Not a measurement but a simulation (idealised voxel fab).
Proc. module: voxel quadruple lines
FYI the section here is cut, 240 nm wide, cells are 5 nm squares.
How to read a cross-section here: the picture is a grid of square cells, written as bands going from the top down, and any band can span one or more rows of cells. Each band's line starts with the height of the band's top and of its bottom, in nm. Then come its materials from left to right, each with its width in nm. One material with "everywhere" fills the band from edge to edge. "air" is empty space. The level at which height equals 0 is the one under which the wafer, as it arrives, is entirely one material. No lower edge exists for the bottom band, which continues downward and is notated as in "0..down". Width spec "30 to 40" -> top row of cells at first value, bottom row at second value, equal per-row change in between. "nothing changed" after a step means that no cell of the cross-section changed. Trapped void list: empty space of 8 cells or more with no open way to the top, each as width x height at its distance from the left edge, in nm. What comes after the settings on a step's line is commentary from the simulator itself on that step. The optional step-line setting "overlay nm" applies to steps with a mask and quantifies how far to the right of its planned location the mask lay, a negative value indicating leftward placement.
Plan
1,RECEIVE,material Si
2,CONFORMAL_DEP,material SiO2,thk nm 10
3,DIRECTIONAL_DEP,material TiN,thk nm 15
4,DIRECTIONAL_DEP,material polySi,thk nm 20
5,DIRECTIONAL_DEP,material aC,thk nm 20
6,PATTERN,tone cover,mask id MANDREL,material resist,width nm 30,thk nm 30,overlay nm 0
7,DIRECTIONAL_ETCH,etch materials aC,depth nm 20
8,STRIP,etch materials resist
9,CONFORMAL_DEP,material SiO2,thk nm 10
10,DIRECTIONAL_ETCH,etch materials SiO2,depth nm 10
11,STRIP,etch materials aC
12,DIRECTIONAL_ETCH,etch materials polySi,depth nm 20
13,STRIP,etch materials SiO2
14,CONFORMAL_DEP,material SiCN,thk nm 10
15,DIRECTIONAL_ETCH,etch materials SiCN,depth nm 10
16,STRIP,etch materials polySi
17,DIRECTIONAL_ETCH,etch materials TiN,depth nm 15
18,STRIP,etch materials SiCN
So this is the incoming wafer in cross-section - it's already been through step 1
- 0..down: Si everywhere
- Trapped void list: none
End state of the module in cross-section, given the above starting point and plan and one mistake in execution
- 40..25: air=85  TiN=10  air=10  TiN=10  air=10  TiN=10  air=10  TiN=10  air=85
- 25..10: TiN everywhere
- 10..0: SiO2 everywhere
- 0..down: Si everywhere
- Trapped void list: none
Error vs. plan: twice, step 3 of the plan was run
